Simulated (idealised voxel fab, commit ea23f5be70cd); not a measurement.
Herein follows the process module entitled voxel wiring stack.
Cross-sectional view cut (width: 190 nm; square cell size: 5 nm).
In what follows, cross-sections appear as grids of square cells, described through bands that run from the top down, where every band is one or more rows of cells. Within each band entry, the heights of the top and of the bottom of the band appear first, in that order and in nm; the materials of the band then follow from left to right, each with its corresponding width in nm. The designation "throughout" on a single material indicates that it fills the band from edge to edge; the designation "blank" indicates empty space. Ref level 0: as-received wafer is one material below here. Bottom band extends down with no lower bound ("from 0 down"). Per-row width for "30->40": begins at first number (top row of band), ends at second number (bottom row), increment between rows held constant. When a step is marked "everything unchanged", none of the cells in the cross-section changed during that step. Any empty space of 8 cells or more lacking an open way to the top shows up in "Closed cavity list" as width x height at distance, distance from the left edge, in nm. Post-settings text on a step line: simulator's own remark regarding the step. overlay nm: right-of-plan distance of the mask on a masked step; negative values mean left-of-plan.

So here's the lineup of process steps we planned
1 RECEIVE: material Si
2 CONFORMAL_DEP: material SiO2, thk nm 15
3 CONFORMAL_DEP: material SiN, thk nm 5
4 DIRECTIONAL_DEP: material SiO2, thk nm 20
5 PATTERN: tone open, mask id METAL_1, material resist, width nm 25, pitch nm 40, thk nm 20, overlay nm 0
6 DIRECTIONAL_ETCH: etch materials SiO2, depth nm 20
7 DIRECTIONAL_ETCH: etch materials SiN, depth nm 5
8 STRIP: etch materials resist
9 CONFORMAL_DEP: material TiN, thk nm 5
10 FILL_DEP: material W, thk nm 5
11 CMP: height nm 40
12 EPI: material Ru, thk nm 5
13 FILL_DEP: material SiCN, thk nm 5
14 DIRECTIONAL_DEP: material SiO2, thk nm 30
15 DIRECTIONAL_DEP: material aC, thk nm 10
16 PATTERN: tone open, mask id METAL_2, material resist, width nm 25, pitch nm 40, thk nm 30, overlay nm 0
17 DIRECTIONAL_ETCH: etch materials aC, depth nm 10
18 STRIP: etch materials resist
19 DIRECTIONAL_ETCH: etch materials SiO2, depth nm 15
20 STRIP: etch materials aC
21 PATTERN: tone open, mask id METAL_2_HOLES, material resist, width nm 15, thk nm 15, overlay nm 0
22 DIRECTIONAL_ETCH: etch materials SiO2, depth nm 15
23 DIRECTIONAL_ETCH: etch materials SiCN, depth nm 5
24 STRIP: etch materials resist
25 CONFORMAL_DEP: material TiN, thk nm 5
26 FILL_DEP: material Ru, thk nm 10
27 CMP: height nm 80
28 CONFORMAL_DEP: material SiCN, thk nm 5
29 DIRECTIONAL_DEP: material SiO2, thk nm 15
30 DIRECTIONAL_DEP: material aC, thk nm 15
31 PATTERN: tone open, mask id PLUG_2, material resist, width nm 15, thk nm 35, overlay nm 0
32 DIRECTIONAL_ETCH: etch materials aC, depth nm 15
33 STRIP: etch materials resist
34 DIRECTIONAL_ETCH: etch materials SiO2, depth nm 15
35 DIRECTIONAL_ETCH: etch materials SiCN, depth nm 5
36 STRIP: etch materials aC
37 CONFORMAL_DEP: material TiN, thk nm 5
38 FILL_DEP: material Ru, thk nm 5
39 CMP: height nm 100
40 DIRECTIONAL_DEP: material TiN, thk nm 5
41 DIRECTIONAL_DEP: material W, thk nm 20
42 PATTERN: tone cover, mask id METAL_3, material resist, width nm 25, pitch nm 40, thk nm 20, overlay nm 0
43 DIRECTIONAL_ETCH: etch materials W, depth nm 20
44 DIRECTIONAL_ETCH: etch materials TiN, depth nm 5
45 STRIP: etch materials resist
46 CONFORMAL_DEP: material SiN, thk nm 5
47 FILL_DEP: material SiO2, thk nm 5
48 CMP: height nm 125
49 CONFORMAL_DEP: material SiCN, thk nm 5
What sets these wafers apart? The width nm at step 21. They all start alike, and the plan carries the first wafer's value.

As-received cross-section, first of several wafers, post step 1
  from 0 down = Si throughout
  Closed cavity list: none

Last step of the module is step 49; after it, the first of several wafers in cross-section
  from 130 to 125 = SiCN throughout
  from 125 to 105 = 55 SiO2  5 SiN  25 W  5 SiN  5 SiO2  5 SiN  25 W  5 SiN  60 SiO2
  from 105 to 100 = 60 SiN  25 TiN  15 SiN  25 TiN  65 SiN
  from 100 to 85 = 60 SiO2  5 TiN  5 Ru  5 TiN  115 SiO2
  from 85 to 80 = 60 SiCN  15 TiN  115 SiCN
  from 80 to 70 = 60 SiO2  5 TiN  15 Ru  5 TiN  15 SiO2  5 TiN  15 Ru  5 TiN  65 SiO2
  from 70 to 65 = 60 SiO2  5 TiN  5 Ru  15 TiN  15 SiO2  25 TiN  65 SiO2
  from 65 to 50 = 60 SiO2  5 TiN  5 Ru  5 TiN  115 SiO2
  from 50 to 45 = 60 SiCN  15 TiN  115 SiCN
  from 45 to 40 = 55 SiCN  35 Ru  5 SiCN  35 Ru  60 SiCN
  from 40 to 20 = 60 SiO2  5 TiN  15 W  5 TiN  15 SiO2  5 TiN  15 W  5 TiN  65 SiO2
  from 20 to 15 = 60 SiN  25 TiN  15 SiN  25 TiN  65 SiN
  from 15 to 0 = SiO2 throughout
  from 0 down = Si throughout
  Closed cavity list: none

Here's the last wafer cross-sectioned at the end of the module
  from 130 to 125 = SiCN throughout
  from 125 to 105 = 55 SiO2  5 SiN  25 W  5 SiN  5 SiO2  5 SiN  25 W  5 SiN  60 SiO2
  from 105 to 100 = 60 SiN  25 TiN  15 SiN  25 TiN  65 SiN
  from 100 to 85 = 60 SiO2  5 TiN  5 Ru  5 TiN  115 SiO2
  from 85 to 80 = 60 SiCN  15 TiN  115 SiCN
  from 80 to 70 = 55 SiO2  5 TiN  20 Ru  5 TiN  15 SiO2  5 TiN  15 Ru  5 TiN  65 SiO2
  from 70 to 65 = 55 SiO2  10 TiN  15 Ru  5 TiN  15 SiO2  25 TiN  65 SiO2
  from 65 to 50 = 60 SiO2  5 TiN  15 Ru  5 TiN  105 SiO2
  from 50 to 45 = 60 SiCN  25 TiN  105 SiCN
  from 45 to 40 = 55 SiCN  35 Ru  5 SiCN  35 Ru  60 SiCN
  from 40 to 20 = 60 SiO2  5 TiN  15 W  5 TiN  15 SiO2  5 TiN  15 W  5 TiN  65 SiO2
  from 20 to 15 = 60 SiN  25 TiN  15 SiN  25 TiN  65 SiN
  from 15 to 0 = SiO2 throughout
  from 0 down = Si throughout
  Closed cavity list: none

Below: a row per wafer. Contents at end of module: for every material, cells gained since receipt (+) or lost since receipt (-); then closed voids
width nm 15 | +33 Ru | +132 SiCN | +72 SiN | +616 SiO2 | +71 TiN | +64 W | Closed cavity list: none
width nm 20 | +37 Ru | +131 SiCN | +72 SiN | +613 SiO2 | +71 TiN | +64 W | Closed cavity list: none
width nm 25 | +39 Ru | +131 SiCN | +72 SiN | +610 SiO2 | +72 TiN | +64 W | Closed cavity list: none
width nm 30 | +43 Ru | +130 SiCN | +72 SiN | +607 SiO2 | +72 TiN | +64 W | Closed cavity list: none
